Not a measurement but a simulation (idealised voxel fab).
voxel released beams: a process module
Cross-section cut spans 245 nm and uses square cells 5 nm in size.
Cross-sections here: square-cell grids, written as top-down lists of bands, a band being one or more rows of cells. Heads up on the band format: heights come first, top then bottom, in nm. After that it's the materials left to right, each with its width in nm. A single material flagged "throughout" fills the whole band edge to edge, and "air" means there's empty space there. Beneath 0, the wafer as received is one material, and that level is where height counting begins. The lowest band goes on downward without a bottom; it is written like "z 0 and below". Top row gets the first number, bottom row gets the second, and each row in between changes by the same step: that is how a band width like "30 to 40" works. "same as before" for a step: no cell of the cross-section changed in that step. Listed in "Voids, enclosed": every empty space of 8 or more cells without an open way to the top. Form: width x height at distance, the distance being from the left edge, all in nm. Text after the settings on a step's line: the simulator's own remark on that step. What "overlay nm" on a step's line means: if the step has a mask, that mask lay this far to the right of its planned place, or, when the value is negative, to the left.
Process steps foreseen in the plan:
1: RECEIVE, material Si
2: CONFORMAL_DEP, material Al2O3, thk nm 5
3: DIRECTIONAL_DEP, material SiO2, thk nm 10
4: PATTERN, tone open, mask id ANCHOR, material resist, width nm 25, thk nm 20, overlay nm 0
5: DIRECTIONAL_ETCH, etch materials SiO2, depth nm 10
6: STRIP, etch materials resist
7: CONFORMAL_DEP, material SiN, thk nm 10
8: MASKED_ETCH, tone cover, mask id BEAM, width nm 95, etch materials SiN, depth nm 10, overlay nm 0
9: STRIP, etch materials SiO2
All wafers enter the flow in the same state. The width nm at step 8 differs from wafer to wafer, and the plan gives the value for the first wafer.
So this is the first of several wafers, cross-sectioned as it came to us, meaning it's at the end of step 1:
z 0 and below = Si throughout
Voids, enclosed: none
First of several wafers, sectioned at end of module (last step: step 9):
z 25 to 15 = air: 70, then SiN: 10, then air: 5, then SiN: 80, then air: 80
z 15 to 5 = air: 70, then SiN: 25, then air: 150
z 5 to 0 = Al2O3 throughout
z 0 and below = Si throughout
Voids, enclosed: none
Last-wafer cross-section at the end of the module:
z 25 to 15 = air: 60, then SiN: 20, then air: 5, then SiN: 95, then air: 65
z 15 to 5 = air: 70, then SiN: 25, then air: 150
z 5 to 0 = Al2O3 throughout
z 0 and below = Si throughout
Voids, enclosed: none
Tabulated below, wafer by wafer, are the end-of-module results: for each material, the number of cells gained (+) or lost (-) relative to the as-received state, followed by the closed voids:
width nm 95 | +49 Al2O3 | +46 SiN | Voids, enclosed: none
width nm 100 | +49 Al2O3 | +48 SiN | Voids, enclosed: none
width nm 105 | +49 Al2O3 | +50 SiN | Voids, enclosed: none
width nm 110 | +49 Al2O3 | +52 SiN | Voids, enclosed: none
width nm 115 | +49 Al2O3 | +54 SiN | Voids, enclosed: none
width nm 120 | +49 Al2O3 | +56 SiN | Voids, enclosed: none
